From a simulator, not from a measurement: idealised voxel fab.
process module | voxel capacitor over wiring
Section cut is 200 nm wide and gridded with 5 nm square cells.
We lay out every cross-section as a grid of square cells and spell it out in bands from the top down, where one band means one or more rows of cells. Basically the band line says how high the top is and how high the bottom is, in nm, and then what's in it from left to right, every material with its width in nm. Empty space shows up as "empty", and if a single material carries "full width" it runs the full band edge to edge. The reference from which all heights are counted is 0, the level beneath which the as-received wafer is entirely one material; the lowest band, having no lower bound, proceeds downward and is written after the example "0 -> down". Read "30->40" as a graded width: first number on top, second number at the bottom, same change between each pair of neighbouring rows. Take "no modifications" at face value: in the step it is given for, the cross-section changed in none of its cells. Enclosed voids (no open way to top), threshold 8 cells or more, entry "Completely sealed voids", notation width x height at distance, distance from left edge, nm. If you see something after the settings on a step's line, that's the simulator's own remark about that step. If you see "overlay nm" on a step's line and that step has a mask, it's telling you how far right of where it was planned the mask ended up; a negative number means it went left instead.

The planned process steps are enumerated hereunder:
1,RECEIVE,material Si
2,CONFORMAL_DEP,material SiO2,thk nm 15
3,DIRECTIONAL_DEP,material TiN,thk nm 5
4,DIRECTIONAL_DEP,material Ru,thk nm 15
5,PATTERN,tone cover,mask id METAL_1,material resist,width nm 25,pitch nm 85,thk nm 15,overlay nm 0
6,DIRECTIONAL_ETCH,etch materials Ru,depth nm 15
7,DIRECTIONAL_ETCH,etch materials TiN,depth nm 5
8,STRIP,etch materials resist
9,FILL_DEP,material lowk,thk nm 5
10,CMP,height nm 35
11,CONFORMAL_DEP,material SiCN,thk nm 5
12,DIRECTIONAL_DEP,material SiO2,thk nm 10
13,MASKED_ETCH,tone open,mask id PLUG_1,width nm 15,etch materials SiO2,depth nm 10,overlay nm 0
14,MASKED_ETCH,tone open,mask id PLUG_1,width nm 15,etch materials SiCN,depth nm 5,overlay nm 0
15,CONFORMAL_DEP,material TiN,thk nm 5
16,FILL_DEP,material W,thk nm 5
17,CMP,height nm 50
18,DIRECTIONAL_DEP,material TiN,thk nm 10
19,DIRECTIONAL_DEP,material HfO2,thk nm 5
20,DIRECTIONAL_DEP,material TiN,thk nm 5
21,DIRECTIONAL_DEP,material aC,thk nm 10
22,PATTERN,tone cover,mask id UPPER_PLATE,material resist,width nm 65,thk nm 30,overlay nm 0
23,DIRECTIONAL_ETCH,etch materials aC,depth nm 10
24,STRIP,etch materials resist
25,DIRECTIONAL_ETCH,etch materials TiN,depth nm 5
26,DIRECTIONAL_ETCH,etch materials HfO2,depth nm 5
27,STRIP,etch materials aC
28,MASKED_ETCH,tone cover,mask id LOWER_PLATE,width nm 75,etch materials TiN,depth nm 10,overlay nm 0
29,FILL_DEP,material SiO2,thk nm 20
30,CMP,height nm 85
31,MASKED_ETCH,tone open,mask id PLUG_2,width nm 15,etch materials SiO2,depth nm 15,overlay nm 0
32,CONFORMAL_DEP,material TiN,thk nm 5
33,FILL_DEP,material Cu,thk nm 5
34,CMP,height nm 85
35,CONFORMAL_DEP,material SiN,thk nm 5

The following pertains to the first of two wafers, which was processed as planned:

The cross-section here shows the wafer as received, i.e. in its state after step 1:
- 0 -> down: Si full width
- Completely sealed voids: none

Take a look at the wafer's cross-section after step 2:
- 15 -> 0: SiO2 full width
- Nothing below the height 0 has changed.

Take a look at the wafer's cross-section after step 3:
- 20 -> 15: TiN full width
- Nothing below the height 15 has changed.

Take a look at the wafer's cross-section after step 4:
- 35 -> 20: Ru full width
- Nothing below the height 20 has changed.

Take a look at the wafer's cross-section after step 5:
- 50 -> 35: empty: 45; resist: 25; empty: 60; resist: 25; empty: 45
- Nothing below the height 35 has changed.

Take a look at the wafer's cross-section after step 6:
- 50 -> 35: empty: 45; resist: 25; empty: 60; resist: 25; empty: 45
- 35 -> 20: empty: 45; Ru: 25; empty: 60; Ru: 25; empty: 45
- Nothing below the height 20 has changed.

Take a look at the wafer's cross-section after step 7:
- 50 -> 35: empty: 45; resist: 25; empty: 60; resist: 25; empty: 45
- 35 -> 20: empty: 45; Ru: 25; empty: 60; Ru: 25; empty: 45
- 20 -> 15: empty: 45; TiN: 25; empty: 60; TiN: 25; empty: 45
- Nothing below the height 15 has changed.

Take a look at the wafer's cross-section after step 8:
- 35 -> 20: empty: 45; Ru: 25; empty: 60; Ru: 25; empty: 45
- Nothing below the height 20 has changed.

Take a look at the wafer's cross-section after step 9:
- 40 -> 35: lowk full width
- 35 -> 20: lowk: 45; Ru: 25; lowk: 60; Ru: 25; lowk: 45
- 20 -> 15: lowk: 45; TiN: 25; lowk: 60; TiN: 25; lowk: 45
- Nothing below the height 15 has changed.

Take a look at the wafer's cross-section after step 10:
- 35 -> 20: lowk: 45; Ru: 25; lowk: 60; Ru: 25; lowk: 45
- Nothing below the height 20 has changed.

Take a look at the wafer's cross-section after step 11:
- 40 -> 35: SiCN full width
- Nothing below the height 35 has changed.

Take a look at the wafer's cross-section after step 12:
- 50 -> 40: SiO2 full width
- Nothing below the height 40 has changed.

Take a look at the wafer's cross-section after step 13:
- 50 -> 40: SiO2: 55; empty: 15; SiO2: 130
- Nothing below the height 40 has changed.

Take a look at the wafer's cross-section after step 14:
- 50 -> 40: SiO2: 55; empty: 15; SiO2: 130
- 40 -> 35: SiCN: 55; empty: 15; SiCN: 130
- Nothing below the height 35 has changed.

Take a look at the wafer's cross-section after step 15:
- 55 -> 50: TiN: 60; empty: 5; TiN: 135
- 50 -> 40: SiO2: 55; TiN: 5; empty: 5; TiN: 5; SiO2: 130
- 40 -> 35: SiCN: 55; TiN: 15; SiCN: 130
- Nothing below the height 35 has changed.

Take a look at the wafer's cross-section after step 16:
- 60 -> 55: W full width
- 55 -> 50: TiN: 60; W: 5; TiN: 135
- 50 -> 40: SiO2: 55; TiN: 5; W: 5; TiN: 5; SiO2: 130
- Nothing below the height 40 has changed.

Take a look at the wafer's cross-section after step 17:
- 50 -> 40: SiO2: 55; TiN: 5; W: 5; TiN: 5; SiO2: 130
- Nothing below the height 40 has changed.

Take a look at the wafer's cross-section after step 18:
- 60 -> 50: TiN full width
- Nothing below the height 50 has changed.

Take a look at the wafer's cross-section after step 19:
- 65 -> 60: HfO2 full width
- Nothing below the height 60 has changed.

Take a look at the wafer's cross-section after step 20:
- 70 -> 65: TiN full width
- Nothing below the height 65 has changed.

Take a look at the wafer's cross-section after step 21:
- 80 -> 70: aC full width
- Nothing below the height 70 has changed.

Take a look at the wafer's cross-section after step 22:
- 110 -> 80: empty: 55; resist: 65; empty: 80
- Nothing below the height 80 has changed.

Take a look at the wafer's cross-section after step 23:
- 100 -> 80: empty: 55; resist: 65; empty: 80
- 80 -> 70: empty: 55; aC: 65; empty: 80
- Nothing below the height 70 has changed.

Take a look at the wafer's cross-section after step 24:
- 80 -> 70: empty: 55; aC: 65; empty: 80
- Nothing below the height 70 has changed.

Take a look at the wafer's cross-section after step 25:
- 80 -> 70: empty: 55; aC: 65; empty: 80
- 70 -> 65: empty: 55; TiN: 65; empty: 80
- Nothing below the height 65 has changed.

Take a look at the wafer's cross-section after step 26:
- 80 -> 70: empty: 55; aC: 65; empty: 80
- 70 -> 65: empty: 55; TiN: 65; empty: 80
- 65 -> 60: empty: 55; HfO2: 65; empty: 80
- Nothing below the height 60 has changed.

Take a look at the wafer's cross-section after step 27:
- 70 -> 65: empty: 55; TiN: 65; empty: 80
- Nothing below the height 65 has changed.

Take a look at the wafer's cross-section after step 28:
- 70 -> 65: empty: 55; TiN: 65; empty: 80
- 65 -> 60: empty: 55; HfO2: 65; empty: 80
- 60 -> 50: empty: 50; TiN: 75; empty: 75
- Nothing below the height 50 has changed.

Take a look at the wafer's cross-section after step 29:
- 90 -> 70: SiO2 full width
- 70 -> 65: SiO2: 55; TiN: 65; SiO2: 80
- 65 -> 60: SiO2: 55; HfO2: 65; SiO2: 80
- 60 -> 50: SiO2: 50; TiN: 75; SiO2: 75
- Nothing below the height 50 has changed.

Take a look at the wafer's cross-section after step 30:
- 85 -> 70: SiO2 full width
- Nothing below the height 70 has changed.

Take a look at the wafer's cross-section after step 31:
- 85 -> 70: SiO2: 65; empty: 15; SiO2: 120
- Nothing below the height 70 has changed.

Take a look at the wafer's cross-section after step 32:
- 90 -> 85: TiN: 70; empty: 5; TiN: 125
- 85 -> 75: SiO2: 65; TiN: 5; empty: 5; TiN: 5; SiO2: 120
- 75 -> 65: SiO2: 65->55; TiN: 15->65; SiO2: 120->80
- Nothing below the height 65 has changed.

Take a look at the wafer's cross-section after step 33:
- 95 -> 90: Cu full width
- 90 -> 85: TiN: 70; Cu: 5; TiN: 125
- 85 -> 75: SiO2: 65; TiN: 5; Cu: 5; TiN: 5; SiO2: 120
- Nothing below the height 75 has changed.

Take a look at the wafer's cross-section after step 34:
- 85 -> 75: SiO2: 65; TiN: 5; Cu: 5; TiN: 5; SiO2: 120
- Nothing below the height 75 has changed.

Take a look at the wafer's cross-section after step 35:
- 90 -> 85: SiN full width
- Nothing below the height 85 has changed.

Second of two: same start, same plan, one run error; steps up to and including 1 match the first:

Second wafer, cut view, end of step 2 per plan:
- 30 -> 0: SiO2 full width
- Nothing below the height 0 has changed.

Second wafer, cut view, end of step 3 per plan:
- 35 -> 30: TiN full width
- Nothing below the height 30 has changed.

Second wafer, cut view, end of step 4 per plan:
- 50 -> 35: Ru full width
- Nothing below the height 35 has changed.

Second wafer, cut view, end of step 5 per plan:
- 65 -> 50: empty: 45; resist: 25; empty: 60; resist: 25; empty: 45
- Nothing below the height 50 has changed.

Second wafer, cut view, end of step 6 per plan:
- 65 -> 50: empty: 45; resist: 25; empty: 60; resist: 25; empty: 45
- 50 -> 35: empty: 45; Ru: 25; empty: 60; Ru: 25; empty: 45
- Nothing below the height 35 has changed.

Second wafer, cut view, end of step 7 per plan:
- 65 -> 50: empty: 45; resist: 25; empty: 60; resist: 25; empty: 45
- 50 -> 35: empty: 45; Ru: 25; empty: 60; Ru: 25; empty: 45
- 35 -> 30: empty: 45; TiN: 25; empty: 60; TiN: 25; empty: 45
- Nothing below the height 30 has changed.

Second wafer, cut view, end of step 8 per plan:
- 50 -> 35: empty: 45; Ru: 25; empty: 60; Ru: 25; empty: 45
- Nothing below the height 35 has changed.

Second wafer, cut view, end of step 9 per plan:
- 55 -> 50: lowk full width
- 50 -> 35: lowk: 45; Ru: 25; lowk: 60; Ru: 25; lowk: 45
- 35 -> 30: lowk: 45; TiN: 25; lowk: 60; TiN: 25; lowk: 45
- Nothing below the height 30 has changed.

Second wafer, cut view, end of step 10 per plan:
- 35 -> 30: lowk: 45; TiN: 25; lowk: 60; TiN: 25; lowk: 45
- Nothing below the height 30 has changed.

Second wafer, cut view, end of step 11 per plan:
- 40 -> 35: SiCN full width
- Nothing below the height 35 has changed.

Second wafer, cut view, end of step 12 per plan:
- 50 -> 40: SiO2 full width
- Nothing below the height 40 has changed.

Second wafer, cut view, end of step 13 per plan:
- 50 -> 40: SiO2: 55; empty: 15; SiO2: 130
- Nothing below the height 40 has changed.

Second wafer, cut view, end of step 14 per plan:
- 50 -> 40: SiO2: 55; empty: 15; SiO2: 130
- 40 -> 35: SiCN: 55; empty: 15; SiCN: 130
- Nothing below the height 35 has changed.

Second wafer, cut view, end of step 15 per plan:
- 55 -> 50: TiN: 60; empty: 5; TiN: 135
- 50 -> 40: SiO2: 55; TiN: 5; empty: 5; TiN: 5; SiO2: 130
- 40 -> 35: SiCN: 55; TiN: 15; SiCN: 130
- Nothing below the height 35 has changed.

Second wafer, cut view, end of step 16 per plan:
- 60 -> 55: W full width
- 55 -> 50: TiN: 60; W: 5; TiN: 135
- 50 -> 40: SiO2: 55; TiN: 5; W: 5; TiN: 5; SiO2: 130
- Nothing below the height 40 has changed.

Second wafer, cut view, end of step 17 per plan:
- 50 -> 40: SiO2: 55; TiN: 5; W: 5; TiN: 5; SiO2: 130
- Nothing below the height 40 has changed.

Second wafer, cut view, end of step 18 per plan:
- 60 -> 50: TiN full width
- Nothing below the height 50 has changed.

Second wafer, cut view, end of step 19 per plan:
- 65 -> 60: HfO2 full width
- Nothing below the height 60 has changed.

Second wafer, cut view, end of step 20 per plan:
- 70 -> 65: TiN full width
- Nothing below the height 65 has changed.

Second wafer, cut view, end of step 21 per plan:
- 80 -> 70: aC full width
- Nothing below the height 70 has changed.

Second wafer, cut view, end of step 22 per plan:
- 110 -> 80: empty: 55; resist: 65; empty: 80
- Nothing below the height 80 has changed.

Second wafer, cut view, end of step 23 per plan:
- 100 -> 80: empty: 55; resist: 65; empty: 80
- 80 -> 70: empty: 55; aC: 65; empty: 80
- Nothing below the height 70 has changed.

Second wafer, cut view, end of step 24 per plan:
- 80 -> 70: empty: 55; aC: 65; empty: 80
- Nothing below the height 70 has changed.

Second wafer, cut view, end of step 25 per plan:
- 80 -> 70: empty: 55; aC: 65; empty: 80
- 70 -> 65: empty: 55; TiN: 65; empty: 80
- Nothing below the height 65 has changed.

Second wafer, cut view, end of step 26 per plan:
- 80 -> 70: empty: 55; aC: 65; empty: 80
- 70 -> 65: empty: 55; TiN: 65; empty: 80
- 65 -> 60: empty: 55; HfO2: 65; empty: 80
- Nothing below the height 60 has changed.

Second wafer, cut view, end of step 27 per plan:
- 70 -> 65: empty: 55; TiN: 65; empty: 80
- Nothing below the height 65 has changed.

Second wafer, cut view, end of step 28 per plan:
- 70 -> 65: empty: 55; TiN: 65; empty: 80
- 65 -> 60: empty: 55; HfO2: 65; empty: 80
- 60 -> 50: empty: 50; TiN: 75; empty: 75
- Nothing below the height 50 has changed.

Second wafer, cut view, end of step 29 per plan:
- 90 -> 70: SiO2 full width
- 70 -> 65: SiO2: 55; TiN: 65; SiO2: 80
- 65 -> 60: SiO2: 55; HfO2: 65; SiO2: 80
- 60 -> 50: SiO2: 50; TiN: 75; SiO2: 75
- Nothing below the height 50 has changed.

Second wafer, cut view, end of step 30 per plan:
- 85 -> 70: SiO2 full width
- Nothing below the height 70 has changed.

Second wafer, cut view, end of step 31 per plan:
- 85 -> 70: SiO2: 65; empty: 15; SiO2: 120
- Nothing below the height 70 has changed.

Second wafer, cut view, end of step 32 per plan:
- 90 -> 85: TiN: 70; empty: 5; TiN: 125
- 85 -> 75: SiO2: 65; TiN: 5; empty: 5; TiN: 5; SiO2: 120
- 75 -> 65: SiO2: 65->55; TiN: 15->65; SiO2: 120->80
- Nothing below the height 65 has changed.

Second wafer, cut view, end of step 33 per plan:
- 95 -> 90: Cu full width
- 90 -> 85: TiN: 70; Cu: 5; TiN: 125
- 85 -> 75: SiO2: 65; TiN: 5; Cu: 5; TiN: 5; SiO2: 120
- Nothing below the height 75 has changed.

Second wafer, cut view, end of step 34 per plan:
- 85 -> 75: SiO2: 65; TiN: 5; Cu: 5; TiN: 5; SiO2: 120
- Nothing below the height 75 has changed.

Second wafer, cut view, end of step 35 per plan:
- 90 -> 85: SiN full width
- Nothing below the height 85 has changed.
Deviation noted in wafer processing: step 2 of the plan was carried out twice
It is noted that, at the conclusion of processing, the second wafer exhibits a higher or lower cell count for certain materials relative to the first: 30 fewer of Ru, 120 more of SiO2, 90 fewer of lowk
